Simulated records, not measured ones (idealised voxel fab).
Process module in this document: voxel quadruple lines
cross-section cut | 230 nm wide | cells 5 nm
A cross-section is a grid of square cells, given in bands from the top down. A band is one or more rows of cells.
A band entry consists of two parts. The first gives the height of the band's top and the height of its bottom, in nm. The rest lists the band's materials from left to right, each with its width in nm. A single material labelled with the word "everywhere" fills the band from edge to edge, and the word "air" marks empty space.
The level at which height equals 0 is the one under which the wafer, as it arrives, is entirely one material. No lower edge exists for the bottom band, which continues downward and is notated as in "0 -> down".
A width given as "30 to 40" starts at the first number in the band's top row and ends at the second number in its bottom row, shifting by an equal amount at every step from row to row.
No cell of the cross-section changed in a step that is given as "remained unchanged".
Empty spaces counting at least 8 cells and having no open way to the top are listed in "Tabulated closed voids". The notation width x height at distance is used for each, the distance being from the left edge and all three values in nm.
If you see something after the settings on a step's line, that's the simulator's own remark about that step.
overlay nm: step with mask; distance mask lay right of planned place; negative value = left of planned place.

The planned process steps are enumerated hereunder
1,RECEIVE (material Si)
2,CONFORMAL_DEP (material SiO2; thk nm 5)
3,DIRECTIONAL_DEP (material TiN; thk nm 10)
4,DIRECTIONAL_DEP (material polySi; thk nm 15)
5,DIRECTIONAL_DEP (material aC; thk nm 20)
6,PATTERN (tone cover; mask id MANDREL; material resist; width nm 25; thk nm 25; overlay nm 0)
7,DIRECTIONAL_ETCH (etch materials aC; depth nm 20)
8,STRIP (etch materials resist)
9,CONFORMAL_DEP (material SiO2; thk nm 15)
10,DIRECTIONAL_ETCH (etch materials SiO2; depth nm 15)
11,STRIP (etch materials aC)
12,DIRECTIONAL_ETCH (etch materials polySi; depth nm 15)
13,STRIP (etch materials SiO2)
14,CONFORMAL_DEP (material SiCN; thk nm 5)
15,DIRECTIONAL_ETCH (etch materials SiCN; depth nm 5)
16,STRIP (etch materials polySi)
17,DIRECTIONAL_ETCH (etch materials TiN; depth nm 10)
18,STRIP (etch materials SiCN)
19,FILL_DEP (material SiO2; thk nm 5)
20,CMP (height nm 15)

Shown in cross-section is the wafer as received, that is, as it stands after step 1
> 0 -> down = Si everywhere
> Tabulated closed voids: none

Run as planned - first of the two wafers cross-sectioned at the end of the module
> 15 -> 5 = SiO2=80, TiN=5, SiO2=15, TiN=5, SiO2=15, TiN=5, SiO2=15, TiN=5, SiO2=85
> 5 -> 0 = SiO2 everywhere
> 0 -> down = Si everywhere
> Tabulated closed voids: none

Second wafer through the module, sectioned at the end: same beginning and same plan as the first wafer, with one mistake in carrying it out
> 15 -> 5 = SiO2=80, TiN=5, SiO2=15, TiN=5, SiO2=15, TiN=5, SiO2=15, TiN=5, SiO2=85
> 5 -> 0 = aC everywhere
> 0 -> down = Si everywhere
> Tabulated closed voids: none
What broke from the plan during processing? off-plan run, step 2, actual operation and settings CONFORMAL_DEP (material aC; thk nm 5)
Materials where the second wafer ends with more or fewer cells than the first: SiO2: 46 fewer | aC: 46 more
